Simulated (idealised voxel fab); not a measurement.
The name of this process module is voxel released beams.
Each square cell in cross-section cut measures 5 nm, and the section as a whole is 225 nm wide.
How to read a cross-section here: the picture is a grid of square cells, written as bands going from the top down, and any band can span one or more rows of cells. First you get the band's top height and its bottom height, in nm, and then the materials it's made of, left to right, with each width in nm. If you see a single material with "throughout", that one covers the band edge to edge. "air" is empty space. Beneath 0, the wafer as received is one material, and that level is where height counting begins. The lowest band goes on downward without a bottom; it is written like "0 down". Width spec "30->40" -> top row of cells at first value, bottom row at second value, equal per-row change in between. Any step labelled "no change" changed none of the cells in the cross-section. Heads up: "Fully sealed voids" only lists the empty pockets with no open path to the top that are 8 cells or more, and it writes them as width x height at distance, distance from the left edge, in nm. Whatever follows a step's settings on its line is a remark the simulator itself makes about that step. "overlay nm" denotes, for a step that has a mask, the displacement of the mask to the right of its planned place, with negative values corresponding to the left.

The process steps that were planned are listed below
1) RECEIVE (material Si)
2) CONFORMAL_DEP (material Al2O3; thk nm 5)
3) DIRECTIONAL_DEP (material SiO2; thk nm 15)
4) MASKED_ETCH (tone open; mask id ANCHOR; width nm 35; etch materials SiO2; depth nm 15; overlay nm 0)
5) CONFORMAL_DEP (material SiN; thk nm 10)
6) MASKED_ETCH (tone cover; mask id BEAM; width nm 100; etch materials SiN; depth nm 10; overlay nm 0)
7) STRIP (etch materials SiO2)

Account of the first of two wafers, which was processed as intended

Wafer cross-section on receipt, i.e. after step 1
  0 down: Si throughout
  Fully sealed voids: none

The wafer in cross-section once step 2 is complete
  5 to 0: Al2O3 throughout
  Unchanged below 0.

The wafer in cross-section once step 3 is complete
  20 to 5: SiO2 throughout
  Unchanged below 5.

The wafer in cross-section once step 4 is complete
  20 to 5: SiO2 65 nm, then air 35 nm, then SiO2 125 nm
  Unchanged below 5.

The wafer in cross-section once step 5 is complete
  30 to 20: SiN 75 nm, then air 15 nm, then SiN 135 nm
  20 to 15: SiO2 65 nm, then SiN 10 nm, then air 15 nm, then SiN 10 nm, then SiO2 125 nm
  15 to 5: SiO2 65 nm, then SiN 35 nm, then SiO2 125 nm
  Unchanged below 5.

The wafer in cross-section once step 6 is complete
  30 to 20: air 60 nm, then SiN 15 nm, then air 15 nm, then SiN 70 nm, then air 65 nm
  Unchanged below 20.

The wafer in cross-section once step 7 is complete
  30 to 20: air 60 nm, then SiN 15 nm, then air 15 nm, then SiN 70 nm, then air 65 nm
  20 to 15: air 65 nm, then SiN 10 nm, then air 15 nm, then SiN 10 nm, then air 125 nm
  15 to 5: air 65 nm, then SiN 35 nm, then air 125 nm
  Unchanged below 5.

Wafer two of the pair: same origin, same plan, one error during the run; identical to wafer one up to and including step 3

Second wafer, sectioned view, at step 4's planned end time
  20 to 5: air 65 nm, then SiO2 35 nm, then air 125 nm
  Unchanged below 5.

Second wafer, sectioned view, at step 5's planned end time
  30 to 20: air 55 nm, then SiN 55 nm, then air 115 nm
  20 to 15: air 55 nm, then SiN 10 nm, then SiO2 35 nm, then SiN 10 nm, then air 115 nm
  15 to 5: SiN 65 nm, then SiO2 35 nm, then SiN 125 nm
  Unchanged below 5.

Second wafer, sectioned view, at step 6's planned end time
  30 to 20: air 60 nm, then SiN 50 nm, then air 115 nm
  20 to 15: air 55 nm, then SiN 10 nm, then SiO2 35 nm, then SiN 10 nm, then air 115 nm
  15 to 5: air 55 nm, then SiN 10 nm, then SiO2 35 nm, then SiN 60 nm, then air 65 nm
  Unchanged below 5.

Second wafer, sectioned view, at step 7's planned end time: no change
Against the plan, the run slipped here: so step 4 ended up running with a different setting than we planned, it ran as MASKED_ETCH (tone cover; mask id ANCHOR; width nm 35; etch materials SiO2; depth nm 15; overlay nm 0)
Bottom line after processing is that, in cells, the second wafer is up or down on some materials versus the first: +21 SiO2
